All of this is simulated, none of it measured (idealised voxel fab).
A process module follows: voxel gate over fins.
The cross-section on display is named cut; it measures 210 nm wide, and its cells are 5 nm squares.
In this document a cross-section is written as a grid of square cells. It is given as a series of bands, listed from the top down, and a band is one or more rows of cells. It is stipulated that each band's entry specify, in nanometres, the height of the top of the band and then that of its bottom, followed by the materials of the band in left-to-right sequence, each together with its width in nanometres. A single material marked by the word "full width" is understood to fill the band from edge to edge; the word "air" is understood to denote empty space. We count height from 0. Below that, the starting wafer is all one material. The lowest band never ends at the bottom but goes on down; see "top 0, no bottom" for how that is written. Note: "30 to 40" means the width goes from the first number (top row of the band) to the second number (bottom row) in equal steps per row of cells. Where the words "left unchanged" appear for a step, the cross-section shows no cell changed by that step; every cell remained as before. Look at "Closed void catalog" for the closed voids: empty spaces with no open path to the top, sized 8 cells or up. Each is width x height at distance, distance from the left edge, all nm. Formally, on a step line, whatever follows the settings is a remark that the simulator itself makes on the step. "overlay nm" on a masked step: distance the mask lay right of its planned place, negative for left.
This section lists the process steps that were planned:
1: RECEIVE: material Si
2: CONFORMAL_DEP: material SiN, thk nm 5
3: DIRECTIONAL_DEP: material aC, thk nm 10
4: PATTERN: tone cover, mask id FINS, material resist, width nm 15, pitch nm 40, thk nm 30, overlay nm 0
5: DIRECTIONAL_ETCH: etch materials aC, depth nm 10
6: STRIP: etch materials resist
7: DIRECTIONAL_ETCH: etch materials SiN, depth nm 5
8: DIRECTIONAL_ETCH: etch materials Si, depth nm 40
9: STRIP: etch materials aC
10: OXIDIZE: depth nm 5
11: FILL_DEP: material SiO2, thk nm 10
12: CMP: height nm 5
13: SELECTIVE_ETCH: etch materials SiO2, depth nm 20
14: STRIP: etch materials SiN
15: CONFORMAL_DEP: material HfO2, thk nm 5
16: CONFORMAL_DEP: material TiN, thk nm 5
17: CONFORMAL_DEP: material TiAl, thk nm 5
18: CONFORMAL_DEP: material TiN, thk nm 5
19: FILL_DEP: material W, thk nm 10
20: CMP: height nm 25
21: CONFORMAL_DEP: material SiN, thk nm 10
The value of thk nm given for step 18 in the plan refers to the first wafer; the wafers vary in this setting and are alike at the start.
Cross-section of the first of several received wafers, showing its state after step 1:
> top 0, no bottom = Si full width
> Closed void catalog: none
End of the module, past its last step, step 21: how the first of several wafers looks in cross-section:
> top 35, bottom 25 = SiN full width
> top 25, bottom 20 = W full width
> top 20, bottom 15 = W 60 nm, TiN 85 nm, W 65 nm
> top 15, bottom 10 = W 60 nm, TiN 5 nm, TiAl 35 nm, TiN 5 nm, TiAl 35 nm, TiN 5 nm, W 65 nm
> top 10, bottom 5 = W 60 nm, TiN 5 nm, TiAl 5 nm, TiN 25 nm, TiAl 5 nm, TiN 5 nm, TiAl 5 nm, TiN 25 nm, TiAl 5 nm, TiN 5 nm, W 65 nm
> top 5, bottom 0 = TiN 65 nm, TiAl 5 nm, TiN 5 nm, HfO2 15 nm, TiN 5 nm, TiAl 5 nm, TiN 5 nm, TiAl 5 nm, TiN 5 nm, HfO2 15 nm, TiN 5 nm, TiAl 5 nm, TiN 70 nm
> top 0, bottom -5 = TiAl 70 nm, TiN 5 nm, HfO2 5 nm, Si 5 nm, HfO2 5 nm, TiN 5 nm, TiAl 15 nm, TiN 5 nm, HfO2 5 nm, Si 5 nm, HfO2 5 nm, TiN 5 nm, TiAl 75 nm
> top -5, bottom -10 = TiN 75 nm, HfO2 5 nm, Si 5 nm, HfO2 5 nm, TiN 25 nm, HfO2 5 nm, Si 5 nm, HfO2 5 nm, TiN 80 nm
> top -10, bottom -15 = HfO2 80 nm, Si 5 nm, HfO2 35 nm, Si 5 nm, HfO2 85 nm
> top -15, bottom -45 = SiO2 80 nm, Si 5 nm, SiO2 35 nm, Si 5 nm, SiO2 85 nm
> top -45, no bottom = Si full width
> Closed void catalog: none
Cross-section at module completion, last wafer:
> top 35, bottom 25 = SiN full width
> top 25, bottom 20 = W 45 nm, TiN 115 nm, W 50 nm
> top 20, bottom 15 = TiN full width
> top 15, bottom 10 = TiN 65 nm, TiAl 35 nm, TiN 5 nm, TiAl 35 nm, TiN 70 nm
> top 10, bottom 5 = TiN 65 nm, TiAl 5 nm, TiN 25 nm, TiAl 5 nm, TiN 5 nm, TiAl 5 nm, TiN 25 nm, TiAl 5 nm, TiN 70 nm
> top 5, bottom 0 = TiN 65 nm, TiAl 5 nm, TiN 5 nm, HfO2 15 nm, TiN 5 nm, TiAl 5 nm, TiN 5 nm, TiAl 5 nm, TiN 5 nm, HfO2 15 nm, TiN 5 nm, TiAl 5 nm, TiN 70 nm
> top 0, bottom -5 = TiAl 70 nm, TiN 5 nm, HfO2 5 nm, Si 5 nm, HfO2 5 nm, TiN 5 nm, TiAl 15 nm, TiN 5 nm, HfO2 5 nm, Si 5 nm, HfO2 5 nm, TiN 5 nm, TiAl 75 nm
> top -5, bottom -10 = TiN 75 nm, HfO2 5 nm, Si 5 nm, HfO2 5 nm, TiN 25 nm, HfO2 5 nm, Si 5 nm, HfO2 5 nm, TiN 80 nm
> top -10, bottom -15 = HfO2 80 nm, Si 5 nm, HfO2 35 nm, Si 5 nm, HfO2 85 nm
> top -15, bottom -45 = SiO2 80 nm, Si 5 nm, SiO2 35 nm, Si 5 nm, SiO2 85 nm
> top -45, no bottom = Si full width
> Closed void catalog: none
What follows is a table in which each wafer occupies a row; for the wafer as it stands at the close of the module, the row states, material by material, how many cells have been gained (+) or lost (-) since receipt, and then gives its closed voids:
thk nm 5, +54 HfO2, -360 Si, +84 SiN, +240 SiO2, +54 TiAl, +105 TiN, +117 W, Closed void catalog: none
thk nm 10, +54 HfO2, -360 Si, +84 SiN, +240 SiO2, +54 TiAl, +153 TiN, +69 W, Closed void catalog: none
thk nm 15, +54 HfO2, -360 Si, +84 SiN, +240 SiO2, +54 TiAl, +180 TiN, +42 W, Closed void catalog: none
thk nm 20, +54 HfO2, -360 Si, +84 SiN, +240 SiO2, +54 TiAl, +203 TiN, +19 W, Closed void catalog: none
